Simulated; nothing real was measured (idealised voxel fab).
You're looking at the process module voxel fin reveal.
We display cut, a cross-section 165 nm in width whose square cells are each 5 nm.
Each cross-section below is a grid of square cells, stated as bands in top-down order, with one or more rows of cells making up each band. Band entry format. Leading values: height of top, height of bottom, nm. Remainder: materials in left-to-right order, each with its width in nm. Special words: "all across" on a single material, which then fills the band edge to edge; "blank", empty space. The level at which height equals 0 is the one under which the wafer, as it arrives, is entirely one material. No lower edge exists for the bottom band, which continues downward and is notated as in "top 0, no bottom". Quick explanation for "30->40": the width changes in equal steps down the rows of cells, from the first number in the band's top row to the second number in its bottom row. "remains unaltered" after a step means that no cell of the cross-section changed. Empty spaces counting at least 8 cells and having no open way to the top are listed in "Fully closed voids". The notation width x height at distance is used for each, the distance being from the left edge and all three values in nm. Note: text after step settings on the step line = simulator remark on that step. overlay nm: where the mask lay relative to plan, measured to the right, on steps with a mask; negatives go left.

THE PLANNED PROCESS STEPS ARE ENUMERATED HEREUNDER
| 1 | RECEIVE [material Si] |
| 2 | CONFORMAL_DEP [material SiN] [thk nm 5] |
| 3 | MASKED_ETCH [tone cover] [mask id FINS] [width nm 15] [pitch nm 40] [etch materials SiN] [depth nm 5] [overlay nm 0] |
| 4 | MASKED_ETCH [tone cover] [mask id FINS] [width nm 15] [pitch nm 40] [etch materials Si] [depth nm 40] [overlay nm 0] |
| 5 | OXIDIZE [depth nm 5] |
| 6 | FILL_DEP [material SiO2] [thk nm 5] |
| 7 | CMP [height nm 5] |
| 8 | SELECTIVE_ETCH [etch materials SiO2] [depth nm 30] |
| 9 | STRIP [etch materials SiN] |

OF TWO WAFERS, THE FIRST: RUN ACCORDING TO PLAN

CROSS-SECTION OF THE WAFER AS IT CAME TO US, I.E., ALREADY THROUGH STEP 1
- top 0, no bottom = Si all across
- Fully closed voids: none

PRESENTED HERE IS A CROSS-SECTION OF THE WAFER AFTER STEP 2 HAS BEEN PERFORMED
- top 5, bottom 0 = SiN all across
- Rest of section, below 0: as before.

PRESENTED HERE IS A CROSS-SECTION OF THE WAFER AFTER STEP 3 HAS BEEN PERFORMED
- top 5, bottom 0 = blank 15, SiN 15, blank 25, SiN 15, blank 25, SiN 15, blank 25, SiN 15, blank 15
- Rest of section, below 0: as before.

PRESENTED HERE IS A CROSS-SECTION OF THE WAFER AFTER STEP 4 HAS BEEN PERFORMED
- top 5, bottom 0 = blank 15, SiN 15, blank 25, SiN 15, blank 25, SiN 15, blank 25, SiN 15, blank 15
- top 0, bottom -40 = blank 15, Si 15, blank 25, Si 15, blank 25, Si 15, blank 25, Si 15, blank 15
- Rest of section, below -40: as before.

PRESENTED HERE IS A CROSS-SECTION OF THE WAFER AFTER STEP 5 HAS BEEN PERFORMED
- top 5, bottom 0 = blank 15, SiN 15, blank 25, SiN 15, blank 25, SiN 15, blank 25, SiN 15, blank 15
- top 0, bottom -40 = blank 15, SiO2 5, Si 5, SiO2 5, blank 25, SiO2 5, Si 5, SiO2 5, blank 25, SiO2 5, Si 5, SiO2 5, blank 25, SiO2 5, Si 5, SiO2 5, blank 15
- top -40, bottom -45 = SiO2 20, Si 5, SiO2 35, Si 5, SiO2 35, Si 5, SiO2 35, Si 5, SiO2 20
- Rest of section, below -45: as before.

PRESENTED HERE IS A CROSS-SECTION OF THE WAFER AFTER STEP 6 HAS BEEN PERFORMED
- top 10, bottom 5 = SiO2 all across
- top 5, bottom 0 = SiO2 15, SiN 15, SiO2 25, SiN 15, SiO2 25, SiN 15, SiO2 25, SiN 15, SiO2 15
- top 0, bottom -45 = SiO2 20, Si 5, SiO2 35, Si 5, SiO2 35, Si 5, SiO2 35, Si 5, SiO2 20
- Rest of section, below -45: as before.

PRESENTED HERE IS A CROSS-SECTION OF THE WAFER AFTER STEP 7 HAS BEEN PERFORMED
- top 5, bottom 0 = SiO2 15, SiN 15, SiO2 25, SiN 15, SiO2 25, SiN 15, SiO2 25, SiN 15, SiO2 15
- Rest of section, below 0: as before.

PRESENTED HERE IS A CROSS-SECTION OF THE WAFER AFTER STEP 8 HAS BEEN PERFORMED
- top 5, bottom 0 = blank 15, SiN 15, blank 25, SiN 15, blank 25, SiN 15, blank 25, SiN 15, blank 15
- top 0, bottom -25 = blank 20, Si 5, blank 35, Si 5, blank 35, Si 5, blank 35, Si 5, blank 20
- Rest of section, below -25: as before.

PRESENTED HERE IS A CROSS-SECTION OF THE WAFER AFTER STEP 9 HAS BEEN PERFORMED
- top 0, bottom -25 = blank 20, Si 5, blank 35, Si 5, blank 35, Si 5, blank 35, Si 5, blank 20
- Rest of section, below -25: as before.

SECOND WAFER. START AND PLAN AS FOR THE FIRST. ONE MISTAKE MADE IN RUNNING. AGREES WITH THE FIRST UP TO AND INCLUDING STEP 5

THE SECOND WAFER IN CROSS-SECTION, AT THE PLANNED CLOSE OF STEP 6
- top 10, bottom 0 = SiN all across
- top 0, bottom -40 = SiN 15, SiO2 5, Si 5, SiO2 5, SiN 25, SiO2 5, Si 5, SiO2 5, SiN 25, SiO2 5, Si 5, SiO2 5, SiN 25, SiO2 5, Si 5, SiO2 5, SiN 15
- Rest of section, below -40: as before.

THE SECOND WAFER IN CROSS-SECTION, AT THE PLANNED CLOSE OF STEP 7
- top 5, bottom 0 = SiN all across
- Rest of section, below 0: as before.

The second wafer in cross-section, at the planned close of step 8: remains unaltered

THE SECOND WAFER IN CROSS-SECTION, AT THE PLANNED CLOSE OF STEP 9
- top 0, bottom -40 = blank 15, SiO2 5, Si 5, SiO2 5, blank 25, SiO2 5, Si 5, SiO2 5, blank 25, SiO2 5, Si 5, SiO2 5, blank 25, SiO2 5, Si 5, SiO2 5, blank 15
- Rest of section, below -40: as before.
The plan and the run diverged here: step 6 off recipe, ran as FILL_DEP [material SiN] [thk nm 5]
at the end the second wafer has, in cells: SiO2: 23 fewer
